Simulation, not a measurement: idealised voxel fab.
The process module presented herein is designated voxel capacitor over wiring.
The figure presents cross-section cut, which has a width of 155 nm and is divided into square cells with an edge length of 5 nm.
In what follows, cross-sections appear as grids of square cells, described through bands that run from the top down, where every band is one or more rows of cells.
In this notation a band is specified by the heights of its top and bottom, in that order and in nm, after which its materials appear from left to right, each paired with its width in nm. The word "full width" attached to a single material means that material fills the band from edge to edge; the word "blank" stands for empty space.
Basically, 0 is our baseline, since under it the wafer straight out of the box is all one material. The bottom band has no lower end and keeps on going down, so it looks like "0 -> down".
A width given as "30..40" starts at the first number in the band's top row and ends at the second number in its bottom row, shifting by an equal amount at every step from row to row.
Step note "left unchanged" = no cross-section cell changed.
Basically, "Enclosed cavities" tells you about the enclosed voids: empty spaces with no open way to the top, 8 cells or bigger, each written width x height at distance, where distance is from the left edge, all in nm.
If you see something after the settings on a step's line, that's the simulator's own remark about that step.
Among the settings permitted on a step's line is "overlay nm"; applied to a step with a mask, it specifies the extent to which the mask lay to the right of its planned position, whereas a negative figure signifies a position to the left.
# List of planned process steps
| 1 | RECEIVE, material Si |
| 2 | CONFORMAL_DEP, material SiO2, thk nm 10 |
| 3 | DIRECTIONAL_DEP, material TiN, thk nm 5 |
| 4 | DIRECTIONAL_DEP, material Ru, thk nm 25 |
| 5 | MASKED_ETCH, tone cover, mask id METAL_1, width nm 30, pitch nm 85, etch materials Ru, depth nm 25, overlay nm 0 |
| 6 | MASKED_ETCH, tone cover, mask id METAL_1, width nm 30, pitch nm 85, etch materials TiN, depth nm 5, overlay nm 0 |
| 7 | CONFORMAL_DEP, material SiN, thk nm 5 |
| 8 | FILL_DEP, material lowk, thk nm 5 |
| 9 | CMP, height nm 40 |
| 10 | CONFORMAL_DEP, material SiCN, thk nm 5 |
| 11 | DIRECTIONAL_DEP, material SiO2, thk nm 20 |
| 12 | PATTERN, tone open, mask id PLUG_1, material resist, width nm 15, thk nm 20, overlay nm 0 |
| 13 | DIRECTIONAL_ETCH, etch materials SiO2, depth nm 20 |
| 14 | DIRECTIONAL_ETCH, etch materials SiCN, depth nm 5 |
| 15 | STRIP, etch materials resist |
| 16 | EPI, material Ru, thk nm 10 |
| 17 | EPI, material Ru, thk nm 10 |
| 18 | EPI, material Ru, thk nm 5 |
| 19 | DIRECTIONAL_DEP, material TiN, thk nm 10 |
| 20 | DIRECTIONAL_DEP, material Al2O3, thk nm 5 |
| 21 | DIRECTIONAL_DEP, material TiN, thk nm 10 |
| 22 | MASKED_ETCH, tone cover, mask id UPPER_PLATE, width nm 60, etch materials TiN, depth nm 10, overlay nm 0 |
| 23 | MASKED_ETCH, tone cover, mask id UPPER_PLATE, width nm 60, etch materials Al2O3, depth nm 5, overlay nm 0 |
| 24 | MASKED_ETCH, tone cover, mask id LOWER_PLATE, width nm 70, etch materials TiN, depth nm 10, overlay nm 0 |
| 25 | FILL_DEP, material SiO2, thk nm 15 |
| 26 | CMP, height nm 100 |
| 27 | MASKED_ETCH, tone open, mask id PLUG_2, width nm 15, etch materials SiO2, depth nm 10, overlay nm 0 |
| 28 | CONFORMAL_DEP, material TiN, thk nm 5 |
| 29 | FILL_DEP, material Cu, thk nm 10 |
| 30 | CMP, height nm 100 |
| 31 | CONFORMAL_DEP, material SiCN, thk nm 5 |
# First of two wafers, with the run carried out as planned
# Cross-section: wafer on arrival = after step 1
> 0 -> down: Si full width
> Enclosed cavities: none
# The following cross-section depicts the wafer upon completion of step 2
> 10 -> 0: SiO2 full width
> For the remainder of the cross-section, below 0, there is no change.
# The following cross-section depicts the wafer upon completion of step 3
> 15 -> 10: TiN full width
> For the remainder of the cross-section, below 10, there is no change.
# The following cross-section depicts the wafer upon completion of step 4
> 40 -> 15: Ru full width
> For the remainder of the cross-section, below 15, there is no change.
# The following cross-section depicts the wafer upon completion of step 5
> 40 -> 15: 20 blank; 30 Ru; 55 blank; 30 Ru; 20 blank
> For the remainder of the cross-section, below 15, there is no change.
# The following cross-section depicts the wafer upon completion of step 6
> 40 -> 15: 20 blank; 30 Ru; 55 blank; 30 Ru; 20 blank
> 15 -> 10: 20 blank; 30 TiN; 55 blank; 30 TiN; 20 blank
> For the remainder of the cross-section, below 10, there is no change.
# The following cross-section depicts the wafer upon completion of step 7
> 45 -> 40: 15 blank; 40 SiN; 45 blank; 40 SiN; 15 blank
> 40 -> 15: 15 blank; 5 SiN; 30 Ru; 5 SiN; 45 blank; 5 SiN; 30 Ru; 5 SiN; 15 blank
> 15 -> 10: 20 SiN; 30 TiN; 55 SiN; 30 TiN; 20 SiN
> For the remainder of the cross-section, below 10, there is no change.
# The following cross-section depicts the wafer upon completion of step 8
> 50 -> 45: lowk full width
> 45 -> 40: 15 lowk; 40 SiN; 45 lowk; 40 SiN; 15 lowk
> 40 -> 15: 15 lowk; 5 SiN; 30 Ru; 5 SiN; 45 lowk; 5 SiN; 30 Ru; 5 SiN; 15 lowk
> For the remainder of the cross-section, below 15, there is no change.
# The following cross-section depicts the wafer upon completion of step 9
> 40 -> 15: 15 lowk; 5 SiN; 30 Ru; 5 SiN; 45 lowk; 5 SiN; 30 Ru; 5 SiN; 15 lowk
> For the remainder of the cross-section, below 15, there is no change.
# The following cross-section depicts the wafer upon completion of step 10
> 45 -> 40: SiCN full width
> For the remainder of the cross-section, below 40, there is no change.
# The following cross-section depicts the wafer upon completion of step 11
> 65 -> 45: SiO2 full width
> For the remainder of the cross-section, below 45, there is no change.
# The following cross-section depicts the wafer upon completion of step 12
> 85 -> 65: 35 resist; 15 blank; 105 resist
> For the remainder of the cross-section, below 65, there is no change.
# The following cross-section depicts the wafer upon completion of step 13
> 85 -> 65: 35 resist; 15 blank; 105 resist
> 65 -> 45: 35 SiO2; 15 blank; 105 SiO2
> For the remainder of the cross-section, below 45, there is no change.
# The following cross-section depicts the wafer upon completion of step 14
> 85 -> 65: 35 resist; 15 blank; 105 resist
> 65 -> 45: 35 SiO2; 15 blank; 105 SiO2
> 45 -> 40: 35 SiCN; 15 blank; 105 SiCN
> For the remainder of the cross-section, below 40, there is no change.
# The following cross-section depicts the wafer upon completion of step 15
> 65 -> 45: 35 SiO2; 15 blank; 105 SiO2
> For the remainder of the cross-section, below 45, there is no change.
# The following cross-section depicts the wafer upon completion of step 16
> 65 -> 50: 35 SiO2; 15 blank; 105 SiO2
> 50 -> 45: 35 SiO2; 15 Ru; 105 SiO2
> 45 -> 40: 35 SiCN; 15 Ru; 105 SiCN
> For the remainder of the cross-section, below 40, there is no change.
# The following cross-section depicts the wafer upon completion of step 17
> 65 -> 60: 35 SiO2; 15 blank; 105 SiO2
> 60 -> 45: 35 SiO2; 15 Ru; 105 SiO2
> For the remainder of the cross-section, below 45, there is no change.
# The following cross-section depicts the wafer upon completion of step 18
> 65 -> 45: 35 SiO2; 15 Ru; 105 SiO2
> For the remainder of the cross-section, below 45, there is no change.
# The following cross-section depicts the wafer upon completion of step 19
> 75 -> 65: TiN full width
> For the remainder of the cross-section, below 65, there is no change.
# The following cross-section depicts the wafer upon completion of step 20
> 80 -> 75: Al2O3 full width
> For the remainder of the cross-section, below 75, there is no change.
# The following cross-section depicts the wafer upon completion of step 21
> 90 -> 80: TiN full width
> For the remainder of the cross-section, below 80, there is no change.
# The following cross-section depicts the wafer upon completion of step 22
> 90 -> 80: 35 blank; 60 TiN; 60 blank
> For the remainder of the cross-section, below 80, there is no change.
# The following cross-section depicts the wafer upon completion of step 23
> 90 -> 80: 35 blank; 60 TiN; 60 blank
> 80 -> 75: 35 blank; 60 Al2O3; 60 blank
> For the remainder of the cross-section, below 75, there is no change.
# The following cross-section depicts the wafer upon completion of step 24
> 90 -> 80: 35 blank; 60 TiN; 60 blank
> 80 -> 75: 35 blank; 60 Al2O3; 60 blank
> 75 -> 65: 30 blank; 70 TiN; 55 blank
> For the remainder of the cross-section, below 65, there is no change.
# The following cross-section depicts the wafer upon completion of step 25
> 105 -> 90: SiO2 full width
> 90 -> 80: 35 SiO2; 60 TiN; 60 SiO2
> 80 -> 75: 35 SiO2; 60 Al2O3; 60 SiO2
> 75 -> 65: 30 SiO2; 70 TiN; 55 SiO2
> For the remainder of the cross-section, below 65, there is no change.
# The following cross-section depicts the wafer upon completion of step 26
> 100 -> 90: SiO2 full width
> For the remainder of the cross-section, below 90, there is no change.
# The following cross-section depicts the wafer upon completion of step 27
> 100 -> 90: 45 SiO2; 15 blank; 95 SiO2
> For the remainder of the cross-section, below 90, there is no change.
# The following cross-section depicts the wafer upon completion of step 28
> 105 -> 100: 50 TiN; 5 blank; 100 TiN
> 100 -> 95: 45 SiO2; 5 TiN; 5 blank; 5 TiN; 95 SiO2
> 95 -> 90: 45 SiO2; 15 TiN; 95 SiO2
> For the remainder of the cross-section, below 90, there is no change.
# The following cross-section depicts the wafer upon completion of step 29
> 115 -> 105: Cu full width
> 105 -> 100: 50 TiN; 5 Cu; 100 TiN
> 100 -> 95: 45 SiO2; 5 TiN; 5 Cu; 5 TiN; 95 SiO2
> For the remainder of the cross-section, below 95, there is no change.
# The following cross-section depicts the wafer upon completion of step 30
> 100 -> 95: 45 SiO2; 5 TiN; 5 Cu; 5 TiN; 95 SiO2
> For the remainder of the cross-section, below 95, there is no change.
# The following cross-section depicts the wafer upon completion of step 31
> 105 -> 100: SiCN full width
> For the remainder of the cross-section, below 100, there is no change.
# The remaining wafer, second of the two, started like the first and was run to the same plan, except that one mistake was made along the way; the two coincide through step 25, inclusive
# Second wafer at the planned finish of step 26, seen in cross-section
> 90 -> 80: 35 SiO2; 60 TiN; 60 SiO2
> For the remainder of the cross-section, below 80, there is no change.
Second wafer at the planned finish of step 27, seen in cross-section: left unchanged
# Second wafer at the planned finish of step 28, seen in cross-section
> 95 -> 90: TiN full width
> For the remainder of the cross-section, below 90, there is no change.
# Second wafer at the planned finish of step 29, seen in cross-section
> 105 -> 95: Cu full width
> For the remainder of the cross-section, below 95, there is no change.
# Second wafer at the planned finish of step 30, seen in cross-section
> 100 -> 95: Cu full width
> For the remainder of the cross-section, below 95, there is no change.
# Second wafer at the planned finish of step 31, seen in cross-section
> 105 -> 100: SiCN full width
> For the remainder of the cross-section, below 100, there is no change.
Heads up, the wafer didn't run the way we planned it: it should be noted that step 26 was executed with settings other than those planned, the operation and settings actually applied being CMP, height nm 90
at the end the second wafer has, in cells: Cu: 30 more | SiO2: 56 fewer | TiN: 26 more
